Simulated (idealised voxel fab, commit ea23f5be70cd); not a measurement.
process module | voxel ribs on slabs
cross-section cut | 185 nm wide | cells 5 nm
A cross-section is a grid of square cells, given in bands from the top down. A band is one or more rows of cells.
Each band's line starts with the height of the band's top and of its bottom, in nm. Then come its materials from left to right, each with its width in nm. One material with "throughout" fills the band from edge to edge. "air" is empty space.
Height 0 is the level under which the wafer as received is all one material. The lowest band goes on downwards, as in "0 down".
A width such as "30 to 40" changes by the same amount from each row of cells to the next, from the band's top row to its bottom row.
"no change" after a step means that no cell of the cross-section changed.
closed voids: empty space of 8 cells or more with no open way to the top, each as width x height at its distance from the left edge, in nm
after a step's settings: what the simulator itself notes on the step
overlay nm, on a step with a mask: how far to the right of its planned place the mask lay; to the left if negative
plan
1 op RECEIVE | material Si
2 op DIRECTIONAL_DEP | material SiO2 | thk nm 30
3 op DIRECTIONAL_DEP | material polySi | thk nm 20
4 op MASKED_ETCH | tone cover | mask id RIB | width nm 20 | etch materials polySi | depth nm 5 | overlay nm 0
5 op DIRECTIONAL_DEP | material aC | thk nm 15
6 op PATTERN | tone cover | mask id SLAB | material resist | width nm 50 | thk nm 30 | overlay nm 0
7 op DIRECTIONAL_ETCH | etch materials aC | depth nm 15
8 op STRIP | etch materials resist
9 op DIRECTIONAL_ETCH | etch materials polySi | depth nm 15
10 op STRIP | etch materials aC
11 op FILL_DEP | material SiO2 | thk nm 20
12 op CMP | height nm 60
13 op DIRECTIONAL_DEP | material W | thk nm 5
14 op MASKED_ETCH | tone cover | mask id HEATER | width nm 30 | etch materials W | depth nm 5 | overlay nm 0
15 op CONFORMAL_DEP | material SiO2 | thk nm 5
varied across the wafers: depth nm of step 4. The plan shows the first wafer's value. All wafers start alike
first wafer as received, after step 1
  0 down: Si throughout
  closed voids: none
each wafer at the end: cells of each material gained (+) or lost (-) since it was received, then its closed voids
depth nm 5 | +449 SiO2 | +6 W | +34 polySi | closed voids: none
depth nm 10 | +455 SiO2 | +6 W | +28 polySi | closed voids: none
depth nm 15 | +461 SiO2 | +6 W | +22 polySi | closed voids: none
depth nm 20 | +467 SiO2 | +6 W | +16 polySi | closed voids: none
